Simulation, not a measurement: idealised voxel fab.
process module | voxel ribs on slabs
cross-section cut | 155 nm wide | cells 5 nm
A cross-section is a grid of square cells, given in bands from the top down. A band is one or more rows of cells.
Each band's line starts with the height of the band's top and of its bottom, in nm. Then come its materials from left to right, each with its width in nm. One material with "throughout" fills the band from edge to edge. "air" is empty space.
Height 0 is the level under which the wafer as received is all one material. The lowest band goes on downwards, as in "0 down".
A width such as "30 to 40" changes by the same amount from each row of cells to the next, from the band's top row to its bottom row.
"no change" after a step means that no cell of the cross-section changed.
closed voids: empty space of 8 cells or more with no open way to the top, each as width x height at its distance from the left edge, in nm
after a step's settings: what the simulator itself notes on the step
overlay nm, on a step with a mask: how far to the right of its planned place the mask lay; to the left if negative
plan
1 op RECEIVE | material Si
2 op DIRECTIONAL_DEP | material SiO2 | thk nm 30
3 op DIRECTIONAL_DEP | material polySi | thk nm 20
4 op PATTERN | tone cover | mask id RIB | material resist | width nm 15 | thk nm 15 | overlay nm 0
5 op DIRECTIONAL_ETCH | etch materials polySi | depth nm 10
6 op STRIP | etch materials resist
7 op DIRECTIONAL_DEP | material aC | thk nm 15
8 op PATTERN | tone cover | mask id SLAB | material resist | width nm 75 | thk nm 35 | overlay nm 0
9 op DIRECTIONAL_ETCH | etch materials aC | depth nm 15
10 op STRIP | etch materials resist
11 op DIRECTIONAL_ETCH | etch materials polySi | depth nm 10
12 op STRIP | etch materials aC
13 op FILL_DEP | material SiO2 | thk nm 25
14 op CMP | height nm 65
15 op DIRECTIONAL_DEP | material W | thk nm 5
16 op PATTERN | tone cover | mask id HEATER | material resist | width nm 25 | thk nm 15 | overlay nm 0
17 op DIRECTIONAL_ETCH | etch materials W | depth nm 10
18 op STRIP | etch materials resist
19 op CONFORMAL_DEP | material SiO2 | thk nm 5
varied across the wafers: thk nm of step 15. The plan shows the first wafer's value. All wafers start alike
first wafer as received, after step 1
  0 down: Si throughout
  closed voids: none
first wafer at the end, after step 19
  75 to 70: air 60 | SiO2 35 | air 60
  70 to 65: SiO2 65 | W 25 | SiO2 65
  65 to 50: SiO2 throughout
  50 to 40: SiO2 70 | polySi 15 | SiO2 70
  40 to 30: SiO2 40 | polySi 75 | SiO2 40
  30 to 0: SiO2 throughout
  0 down: Si throughout
  closed voids: none
last wafer at the end
  95 to 90: air 60 | SiO2 35 | air 60
  90 to 85: air 60 | SiO2 5 | W 25 | SiO2 5 | air 60
  85 to 80: SiO2 65 | W 25 | SiO2 65
  80 to 65: W throughout
  65 to 50: SiO2 throughout
  50 to 40: SiO2 70 | polySi 15 | SiO2 70
  40 to 30: SiO2 40 | polySi 75 | SiO2 40
  30 to 0: SiO2 throughout
  0 down: Si throughout
  closed voids: none
each wafer at the end: cells of each material gained (+) or lost (-) since it was received, then its closed voids
thk nm 5 | +400 SiO2 | +5 W | +36 polySi | closed voids: none
thk nm 10 | +402 SiO2 | +10 W | +36 polySi | closed voids: none
thk nm 15 | +402 SiO2 | +41 W | +36 polySi | closed voids: none
thk nm 20 | +402 SiO2 | +72 W | +36 polySi | closed voids: none
thk nm 25 | +402 SiO2 | +103 W | +36 polySi | closed voids: none
